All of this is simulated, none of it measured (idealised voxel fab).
The following process module bears the name voxel transistor to metal.
Section cut is 300 nm wide and gridded with 5 nm square cells.
Cross-section spec: square-cell grid; bands listed top down; each band is one or more rows.
Basically the band line says how high the top is and how high the bottom is, in nm, and then what's in it from left to right, every material with its width in nm. Empty space shows up as "blank", and if a single material carries "everywhere" it runs the full band edge to edge.
The reference from which all heights are counted is 0, the level beneath which the as-received wafer is entirely one material; the lowest band, having no lower bound, proceeds downward and is written after the example "0 and below".
Think of "30..40" as a width that walks from the first number to the second as you go down the band, top row to bottom row, taking equal-sized steps from row to row.
The designation "left unchanged", where it is given for a processing step, indicates that no cell of the cross-section was altered in the course of that step.
Empty spaces without an open route to the top, at least 8 cells in extent, make up the entry "Enclosed internal voids"; each is given as width x height at distance, where the distance is measured from the left edge, and all are in nm.
Step line, after settings: the simulator's comment on this step.
overlay nm: step with mask; distance mask lay right of planned place; negative value = left of planned place.
### The planned process steps are enumerated hereunder
- 1: RECEIVE, material Si
- 2: OXIDIZE, depth nm 5
- 3: CONFORMAL_DEP, material SiN, thk nm 10
- 4: MASKED_ETCH, tone cover, mask id ACTIVE, width nm 115, pitch nm 135, etch materials SiN, depth nm 10, overlay nm 0
- 5: MASKED_ETCH, tone cover, mask id ACTIVE, width nm 115, pitch nm 135, etch materials SiO2, depth nm 5, overlay nm 0
- 6: MASKED_ETCH, tone cover, mask id ACTIVE, width nm 115, pitch nm 135, etch materials Si, depth nm 35, overlay nm 0
- 7: OXIDIZE, depth nm 5
- 8: FILL_DEP, material SiO2, thk nm 10
- 9: CMP, height nm 10
- 10: SELECTIVE_ETCH, etch materials SiO2, depth nm 5
- 11: STRIP, etch materials SiN
- 12: SELECTIVE_ETCH, etch materials SiO2, depth nm 5
- 13: OXIDIZE, depth nm 5
- 14: DIRECTIONAL_DEP, material polySi, thk nm 20
- 15: DIRECTIONAL_DEP, material SiCN, thk nm 15
- 16: DIRECTIONAL_DEP, material aC, thk nm 10
- 17: PATTERN, tone cover, mask id GATE, material resist, width nm 15, pitch nm 135, thk nm 30, overlay nm 0
- 18: DIRECTIONAL_ETCH, etch materials aC, depth nm 10
- 19: STRIP, etch materials resist
- 20: DIRECTIONAL_ETCH, etch materials SiCN, depth nm 25
- 21: DIRECTIONAL_ETCH, etch materials polySi, depth nm 30
- 22: STRIP, etch materials aC
- 23: CONFORMAL_DEP, material SiO2, thk nm 5
- 24: DIRECTIONAL_ETCH, etch materials SiO2, depth nm 5
- 25: CONFORMAL_DEP, material SiN, thk nm 5
- 26: DIRECTIONAL_ETCH, etch materials SiN, depth nm 5
- 27: DIRECTIONAL_ETCH, etch materials SiO2, depth nm 5
- 28: DIRECTIONAL_ETCH, etch materials Si, depth nm 10
- 29: EPI, material pSi, thk nm 10
- 30: FILL_DEP, material SiO2, thk nm 5
- 31: CMP, height nm 15
- 32: STRIP, etch materials polySi
- 33: SELECTIVE_ETCH, etch materials SiO2, depth nm 5
- 34: CONFORMAL_DEP, material HfO2, thk nm 5
- 35: CONFORMAL_DEP, material TiN, thk nm 5
- 36: FILL_DEP, material W, thk nm 10
- 37: CMP, height nm 10
- 38: DIRECTIONAL_DEP, material SiO2, thk nm 15
- 39: MASKED_ETCH, tone open, mask id CONTACT, width nm 15, etch materials SiO2, depth nm 35, overlay nm 0
- 40: CONFORMAL_DEP, material TiN, thk nm 5
- 41: FILL_DEP, material Ru, thk nm 10
- 42: CMP, height nm 25
- 43: DIRECTIONAL_DEP, material TiN, thk nm 5
- 44: DIRECTIONAL_DEP, material Ru, thk nm 25
- 45: MASKED_ETCH, tone cover, mask id METAL_1, width nm 15, etch materials Ru, depth nm 25, overlay nm 0
- 46: MASKED_ETCH, tone cover, mask id METAL_1, width nm 15, etch materials TiN, depth nm 5, overlay nm 0
- 47: FILL_DEP, material lowk, thk nm 5
- 48: CMP, height nm 55
- 49: CONFORMAL_DEP, material SiN, thk nm 5
The width nm used in step 17 is not the same on every wafer, whereas the starting condition is; the value printed in the plan is the first wafer's.
### The first of several wafers as received, shown in cross-section; this is its state after step 1
0 and below  Si everywhere
Enclosed internal voids: none
### Per-wafer rows below. For each material: cells gained (+) or lost (-) since the wafer was received, as of end of module. Then: closed voids
width nm 15 | +22 HfO2 | +84 Ru | -302 Si | +76 SiN | +390 SiO2 | +86 TiN | +4 W | +288 lowk | +72 pSi | Enclosed internal voids: none
width nm 20 | +24 HfO2 | +84 Ru | -298 Si | +76 SiN | +382 SiO2 | +88 TiN | +8 W | +288 lowk | +68 pSi | Enclosed internal voids: none
width nm 25 | +26 HfO2 | +84 Ru | -294 Si | +76 SiN | +374 SiO2 | +90 TiN | +12 W | +288 lowk | +64 pSi | Enclosed internal voids: none
width nm 30 | +28 HfO2 | +80 Ru | -290 Si | +76 SiN | +370 SiO2 | +92 TiN | +16 W | +288 lowk | +60 pSi | Enclosed internal voids: none
width nm 35 | +30 HfO2 | +76 Ru | -286 Si | +76 SiN | +366 SiO2 | +94 TiN | +20 W | +288 lowk | +56 pSi | Enclosed internal voids: none
width nm 40 | +32 HfO2 | +76 Ru | -282 Si | +76 SiN | +362 SiO2 | +92 TiN | +24 W | +288 lowk | +52 pSi | Enclosed internal voids: none
